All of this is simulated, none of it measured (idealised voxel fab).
The process module that follows is named voxel self aligned vias.
Pictured: cross-section cut, 250 nm wide, on a grid of 5 nm square cells.
Cross-section = grid of square cells, listed top down in bands; band = one or more rows. Heads up on the band format: heights come first, top then bottom, in nm. After that it's the materials left to right, each with its width in nm. A single material flagged "throughout" fills the whole band edge to edge, and "blank" means there's empty space there. Convention: height 0 is the level below which the wafer, as received, is all one material. The lowest band does not terminate at the bottom but continues downward, represented as "z 0 and below". Per-row width for "30->40": begins at first number (top row of band), ends at second number (bottom row), increment between rows held constant. "nothing was modified" means the step left every cell of the cross-section as it was. Empty spaces counting at least 8 cells and having no open way to the top are listed in "Enclosed cavities". The notation width x height at distance is used for each, the distance being from the left edge and all three values in nm. If you see something after the settings on a step's line, that's the simulator's own remark about that step. overlay nm: for a step with a mask, the amount by which the mask lay right of where it was planned; a negative amount means left of it.
[The process steps that were planned are listed below]
| 1 | RECEIVE,material Si |
| 2 | CONFORMAL_DEP,material SiO2,thk nm 15 |
| 3 | CONFORMAL_DEP,material SiCN,thk nm 5 |
| 4 | DIRECTIONAL_DEP,material lowk,thk nm 25 |
| 5 | MASKED_ETCH,tone open,mask id LINES,width nm 25,pitch nm 60,etch materials lowk,depth nm 25,overlay nm 0 |
| 6 | CONFORMAL_DEP,material TiN,thk nm 5 |
| 7 | FILL_DEP,material Ru,thk nm 5 |
| 8 | CMP,height nm 45 |
| 9 | SELECTIVE_ETCH,etch materials W Ru TiN,depth nm 10 |
| 10 | FILL_DEP,material SiN,thk nm 5 |
| 11 | CMP,height nm 45 |
| 12 | DIRECTIONAL_DEP,material lowk,thk nm 20 |
| 13 | PATTERN,tone open,mask id VIAS,material resist,width nm 35,thk nm 20,overlay nm 0 |
| 14 | DIRECTIONAL_ETCH,etch materials lowk,depth nm 20 |
| 15 | DIRECTIONAL_ETCH,etch materials SiN,depth nm 10 |
| 16 | STRIP,etch materials resist |
| 17 | CONFORMAL_DEP,material TiN,thk nm 5 |
| 18 | FILL_DEP,material Ru,thk nm 5 |
| 19 | CMP,height nm 65 |
| 20 | CONFORMAL_DEP,material SiCN,thk nm 5 |
For this document, wafers share an identical start and vary in the step 13 width nm; the plan quotes the first wafer's value.
[The first of several wafers in cross-section, exactly as it reached us after step 1]
z 0 and below: Si throughout
Enclosed cavities: none
[The figure below presents a cross-section of the first of several wafers at the conclusion of the module, following its last step, step 20]
z 70 to 65: SiCN throughout
z 65 to 50: 75 lowk  5 TiN  25 Ru  5 TiN  140 lowk
z 50 to 45: 75 lowk  10 TiN  15 Ru  10 TiN  140 lowk
z 45 to 40: 80 lowk  5 TiN  15 Ru  5 TiN  35 lowk  25 SiN  85 lowk
z 40 to 35: 80 lowk  25 TiN  35 lowk  25 SiN  85 lowk
z 35 to 25: 80 lowk  5 TiN  15 Ru  5 TiN  35 lowk  5 TiN  15 Ru  5 TiN  85 lowk
z 25 to 20: 80 lowk  25 TiN  35 lowk  25 TiN  85 lowk
z 20 to 15: SiCN throughout
z 15 to 0: SiO2 throughout
z 0 and below: Si throughout
Enclosed cavities: none
[Last-wafer cross-section at the end of the module]
z 70 to 65: SiCN throughout
z 65 to 50: 65 lowk  5 TiN  50 Ru  5 TiN  125 lowk
z 50 to 45: 65 lowk  20 TiN  15 Ru  25 TiN  125 lowk
z 45 to 40: 80 lowk  5 TiN  15 Ru  5 TiN  35 lowk  25 SiN  85 lowk
z 40 to 35: 80 lowk  25 TiN  35 lowk  25 SiN  85 lowk
z 35 to 25: 80 lowk  5 TiN  15 Ru  5 TiN  35 lowk  5 TiN  15 Ru  5 TiN  85 lowk
z 25 to 20: 80 lowk  25 TiN  35 lowk  25 TiN  85 lowk
z 20 to 15: SiCN throughout
z 15 to 0: SiO2 throughout
z 0 and below: Si throughout
Enclosed cavities: none
[Row per wafer, end-of-module: cell gain (+)/loss (-) by material since the wafer came in, then closed voids]
width nm 35, +33 Ru, +100 SiCN, +10 SiN, +150 SiO2, +35 TiN, +372 lowk, Enclosed cavities: none
width nm 40, +36 Ru, +100 SiCN, +10 SiN, +150 SiO2, +36 TiN, +368 lowk, Enclosed cavities: none
width nm 45, +39 Ru, +100 SiCN, +10 SiN, +150 SiO2, +37 TiN, +364 lowk, Enclosed cavities: none
width nm 50, +42 Ru, +100 SiCN, +10 SiN, +150 SiO2, +38 TiN, +360 lowk, Enclosed cavities: none
width nm 55, +45 Ru, +100 SiCN, +10 SiN, +150 SiO2, +39 TiN, +356 lowk, Enclosed cavities: none
width nm 60, +48 Ru, +100 SiCN, +10 SiN, +150 SiO2, +40 TiN, +352 lowk, Enclosed cavities: none
